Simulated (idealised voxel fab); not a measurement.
This section sets out a process module, namely voxel self aligned contacts.
280 nm wide, 5 nm square cells: that's cross-section cut.
How to read a cross-section here: the picture is a grid of square cells, written as bands going from the top down, and any band can span one or more rows of cells.
What a band's entry tells you: where the top is and where the bottom is, as heights in nm, and after that what lies inside, material by material from left to right, each with its width in nm. Empty space is written as the word "air", and a single material marked with the word "throughout" occupies the band from edge to edge.
For the purposes of this specification, 0 denotes the height below which the wafer in its as-received condition is composed wholly of one material, and the lowermost band, lacking a lower limit, extends downward without end, as expressed in "0 down".
Read "30 to 40" as a graded width: first number on top, second number at the bottom, same change between each pair of neighbouring rows.
What does "same as before" mean for a step? It means no cell of the cross-section changed in that step.
"Non-vented voids" contains a list of empty spaces, each no smaller than 8 cells and without an open way to the top, written in the form width x height at distance with the distance from the left edge and all three in nm.
Read whatever lies past the settings on a step's line as the simulator's own remark about the step.
A step line may carry the setting "overlay nm", which, for steps involving a mask, states the distance by which the mask lay to the right of its intended position; negative values denote displacement to the left.

THE STEPS PLANNED FOR THE PROCESS ARE AS FOLLOWS
1,RECEIVE with material Si
2,CONFORMAL_DEP with material SiO2, thk nm 5
3,DIRECTIONAL_DEP with material polySi, thk nm 25
4,DIRECTIONAL_DEP with material SiN, thk nm 15
5,PATTERN with tone cover, mask id GATE, material resist, width nm 30, pitch nm 55, thk nm 20, overlay nm 0
6,DIRECTIONAL_ETCH with etch materials SiN, depth nm 20
7,DIRECTIONAL_ETCH with etch materials polySi, depth nm 25
8,STRIP with etch materials resist
9,CONFORMAL_DEP with material SiN, thk nm 5
10,DIRECTIONAL_ETCH with etch materials SiN, depth nm 5
11,FILL_DEP with material SiO2, thk nm 10
12,CMP with height nm 55
13,PATTERN with tone open, mask id CONTACT, material resist, width nm 35, pitch nm 55, thk nm 15, overlay nm 0
14,DIRECTIONAL_ETCH with etch materials SiO2, depth nm 55
15,STRIP with etch materials resist
16,CONFORMAL_DEP with material TiN, thk nm 5
17,FILL_DEP with material W, thk nm 10
18,CMP with height nm 55
19,CONFORMAL_DEP with material SiN, thk nm 5
Don't read the plan's thk nm for step 4 as applying to every wafer: that's the first wafer's value, and the wafers differ in it, though they all start identical.

INCOMING STATE OF THE FIRST OF SEVERAL WAFERS IN CROSS-SECTION: AFTER STEP 1
* 0 down = Si throughout
* Non-vented voids: none

THE FIRST OF SEVERAL WAFERS, SEEN IN CROSS-SECTION AFTER THE MODULE'S LAST STEP, STEP 19
* 60 to 55 = SiN throughout
* 55 to 45 = SiO2: 95; TiN: 5 to 15; W: 25 to 5; TiN: 5 to 15; SiO2: 20; TiN: 5 to 15; W: 25 to 5; TiN: 5 to 15; SiO2: 95
* 45 to 30 = SiO2: 65; SiN: 40; TiN: 5; W: 5; TiN: 5; SiN: 40; TiN: 5; W: 5; TiN: 5; SiN: 40; SiO2: 65
* 30 to 5 = SiO2: 65; SiN: 5; polySi: 30; SiN: 5; TiN: 5; W: 5; TiN: 5; SiN: 5; polySi: 30; SiN: 5; TiN: 5; W: 5; TiN: 5; SiN: 5; polySi: 30; SiN: 5; SiO2: 65
* 5 to 0 = SiO2: 105; TiN: 15; SiO2: 40; TiN: 15; SiO2: 105
* 0 down = Si throughout
* Non-vented voids: none

CROSS-SECTIONAL VIEW OF THE FINAL WAFER OF SEVERAL AT THE MODULE'S END
* 60 to 55 = SiN throughout
* 55 to 50 = SiO2: 65; SiN: 40; TiN: 5; W: 5; TiN: 5; SiN: 40; TiN: 5; W: 5; TiN: 5; SiN: 40; SiO2: 65
* 50 to 45 = SiO2: 65; SiN: 40; TiN: 15; SiN: 40; TiN: 15; SiN: 40; SiO2: 65
* 45 to 30 = SiN throughout
* 30 to 5 = polySi throughout
* 5 to 0 = SiO2 throughout
* 0 down = Si throughout
* Non-vented voids: none

HERE IS HOW TO READ THE ROWS: EVERY WAFER HAS A ROW, AND IT SHOWS THE WAFER AT THE END OF THE MODULE, GIVING FOR EACH MATERIAL HOW MANY CELLS WERE GAINED (+) OR LOST (-) SINCE THE WAFER WAS RECEIVED, THEN LISTING ITS CLOSED VOIDS
thk nm 15; +158 SiN; +342 SiO2; +54 TiN; +28 W; +90 polySi; Non-vented voids: none
thk nm 20; +182 SiN; +326 SiO2; +54 TiN; +20 W; +90 polySi; Non-vented voids: none
thk nm 25; +208 SiN; +160 SiO2; +18 TiN; +6 W; +280 polySi; Non-vented voids: none
thk nm 30; +240 SiN; +134 SiO2; +14 TiN; +4 W; +280 polySi; Non-vented voids: none
thk nm 35; +272 SiN; +108 SiO2; +10 TiN; +2 W; +280 polySi; Non-vented voids: none
